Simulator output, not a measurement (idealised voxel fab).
Process module name: voxel trench capacitor
The figure presents cross-section cut, which has a width of 285 nm and is divided into square cells with an edge length of 5 nm.
A cross-section is a grid of square cells, given in bands from the top down. A band is one or more rows of cells. The band entry comprises the height of the band's top followed by the height of its bottom, expressed in nm, and subsequently the band's materials from left to right, each stated together with its width in nm. Where a single material is marked with the word "throughout", that material fills the band from edge to edge. The word "empty" represents empty space. Beneath 0, the wafer as received is one material, and that level is where height counting begins. The lowest band goes on downward without a bottom; it is written like "0 -> down". When a width is written as two numbers, as in "30..40", the first number is the width in the top row of cells of the band and the second is the width in its bottom row, and the width changes by the same amount from each row to the next. For the purposes of this document, the phrase "nothing was modified" attached to a step denotes that no cell within the cross-section was modified by that step. Cavities, sealed: empty space of 8 cells or more with no open way to the top, each as width x height at its distance from the left edge, in nm. Read whatever lies past the settings on a step's line as the simulator's own remark about the step. overlay nm, on a step with a mask: how far to the right of its planned place the mask lay; to the left if negative.

plan:
1,op RECEIVE | material Si
2,op CONFORMAL_DEP | material SiN | thk nm 5
3,op MASKED_ETCH | tone open | mask id TRENCH | width nm 20 | pitch nm 45 | etch materials SiN | depth nm 5 | overlay nm 0
4,op MASKED_ETCH | tone open | mask id TRENCH | width nm 20 | pitch nm 45 | etch materials Si | depth nm 25 | overlay nm 0
5,op CONFORMAL_DEP | material SiO2 | thk nm 5
6,op FILL_DEP | material polySi | thk nm 5
7,op CMP | height nm 5

The cross-section here shows the wafer as received, i.e. in its state after step 1:
0 -> down | Si throughout
Cavities, sealed: none

Cross-sectional image of the first of two wafers at the end of the module, the run having proceeded as planned:
5 -> 0 | SiN 85 nm; SiO2 5 nm; polySi 10 nm; SiO2 5 nm; SiN 25 nm; SiO2 5 nm; polySi 10 nm; SiO2 5 nm; SiN 25 nm; SiO2 5 nm; polySi 10 nm; SiO2 5 nm; SiN 90 nm
0 -> -20 | Si 85 nm; SiO2 5 nm; polySi 10 nm; SiO2 5 nm; Si 25 nm; SiO2 5 nm; polySi 10 nm; SiO2 5 nm; Si 25 nm; SiO2 5 nm; polySi 10 nm; SiO2 5 nm; Si 90 nm
-20 -> -25 | Si 85 nm; SiO2 20 nm; Si 25 nm; SiO2 20 nm; Si 25 nm; SiO2 20 nm; Si 90 nm
-25 -> down | Si throughout
Cavities, sealed: none

Cross-sectional view: second of two wafers, end of module; start and plan identical to the first, one mistake in running:
5 -> 0 | SiN 85 nm; SiO2 5 nm; polySi 10 nm; SiO2 5 nm; SiN 25 nm; SiO2 5 nm; polySi 10 nm; SiO2 5 nm; SiN 25 nm; SiO2 5 nm; polySi 10 nm; SiO2 5 nm; SiN 90 nm
0 -> -30 | Si 85 nm; SiO2 5 nm; polySi 10 nm; SiO2 5 nm; Si 25 nm; SiO2 5 nm; polySi 10 nm; SiO2 5 nm; Si 25 nm; SiO2 5 nm; polySi 10 nm; SiO2 5 nm; Si 90 nm
-30 -> -35 | Si 85 nm; SiO2 20 nm; Si 25 nm; SiO2 20 nm; Si 25 nm; SiO2 20 nm; Si 90 nm
-35 -> down | Si throughout
Cavities, sealed: none
what went wrong: step 4 deviated from plan and actually ran as op MASKED_ETCH | tone open | mask id TRENCH | width nm 20 | pitch nm 45 | etch materials Si | depth nm 35 | overlay nm 0
Looking at both finished wafers in cells, the second ends up ahead of or behind the first on some materials: Si -24, SiO2 +12, polySi +12
